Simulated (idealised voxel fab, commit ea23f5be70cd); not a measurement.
Presented below is a process module, voxel tone inversion.
Cross-sectional view cut (width: 260 nm; square cell size: 5 nm).
When this document writes out a cross-section, it uses a grid of square cells and lists it as bands, beginning at the top and moving down, with a band standing for one or more rows of cells.
First you get the band's top height and its bottom height, in nm, and then the materials it's made of, left to right, with each width in nm. If you see a single material with "full width", that one covers the band edge to edge. "air" is empty space.
Below 0: as-received wafer, all one material; heights counted from there. Lowest band: no bottom, goes on down, written "0 and below".
The notation "30 to 40" denotes a width that varies across the rows of cells in the band, beginning at the first number in the top row, finishing at the second number in the bottom row, and changing by an identical amount from each row to the next.
When a step is marked "all unchanged", none of the cells in the cross-section changed during that step.
Entry "Tabulated closed voids" = empty spaces >= 8 cells with no open way to the top; each as width x height at distance, distance from left edge, all nm.
On each step's line, the part that comes after the settings is the simulator's own comment on the step.
Among the settings permitted on a step's line is "overlay nm"; applied to a step with a mask, it specifies the extent to which the mask lay to the right of its planned position, whereas a negative figure signifies a position to the left.
Set out below are the planned steps of the process
1: RECEIVE: material Si
2: CONFORMAL_DEP: material SiCN, thk nm 10
3: DIRECTIONAL_DEP: material aC, thk nm 25
4: PATTERN: tone cover, mask id POSTS, material resist, width nm 25, pitch nm 55, thk nm 35, overlay nm 0
5: DIRECTIONAL_ETCH: etch materials aC, depth nm 25
6: STRIP: etch materials resist
7: FILL_DEP: material SiO2, thk nm 5
8: CMP: height nm 35
9: STRIP: etch materials aC
On the first of the two wafers: run conducted according to plan
Delivered wafer in cross-section: state after step 1
    0 and below  Si full width
    Tabulated closed voids: none
State of the wafer after step 2, shown in cross-section
    10 down to 0  SiCN full width
    Whatever lies below 0 is exactly as it was before.
State of the wafer after step 3, shown in cross-section
    35 down to 10  aC full width
    Whatever lies below 10 is exactly as it was before.
State of the wafer after step 4, shown in cross-section
    70 down to 35  60 air, 25 resist, 30 air, 25 resist, 30 air, 25 resist, 65 air
    Whatever lies below 35 is exactly as it was before.
State of the wafer after step 5, shown in cross-section
    45 down to 35  60 air, 25 resist, 30 air, 25 resist, 30 air, 25 resist, 65 air
    35 down to 10  60 air, 25 aC, 30 air, 25 aC, 30 air, 25 aC, 65 air
    Whatever lies below 10 is exactly as it was before.
State of the wafer after step 6, shown in cross-section
    35 down to 10  60 air, 25 aC, 30 air, 25 aC, 30 air, 25 aC, 65 air
    Whatever lies below 10 is exactly as it was before.
State of the wafer after step 7, shown in cross-section
    40 down to 35  SiO2 full width
    35 down to 10  60 SiO2, 25 aC, 30 SiO2, 25 aC, 30 SiO2, 25 aC, 65 SiO2
    Whatever lies below 10 is exactly as it was before.
State of the wafer after step 8, shown in cross-section
    35 down to 10  60 SiO2, 25 aC, 30 SiO2, 25 aC, 30 SiO2, 25 aC, 65 SiO2
    Whatever lies below 10 is exactly as it was before.
State of the wafer after step 9, shown in cross-section
    35 down to 10  60 SiO2, 25 air, 30 SiO2, 25 air, 30 SiO2, 25 air, 65 SiO2
    Whatever lies below 10 is exactly as it was before.
The second wafer was prepared from the same starting point and under the same plan as the first; its processing contained one mistake, and it remains indistinguishable from the first wafer up to and including step 8
Second wafer, cut view, end of step 9 per plan
    35 down to 10  60 SiO2, 25 air, 30 SiO2, 25 air, 30 SiO2, 25 air, 65 SiO2
    Whatever lies below 10 is exactly as it was before.
Here's what went sideways: in the plan, step 9 was performed twice
Final cross-sections of the two wafers are identical, so the mistake has no effect on what this model computes.
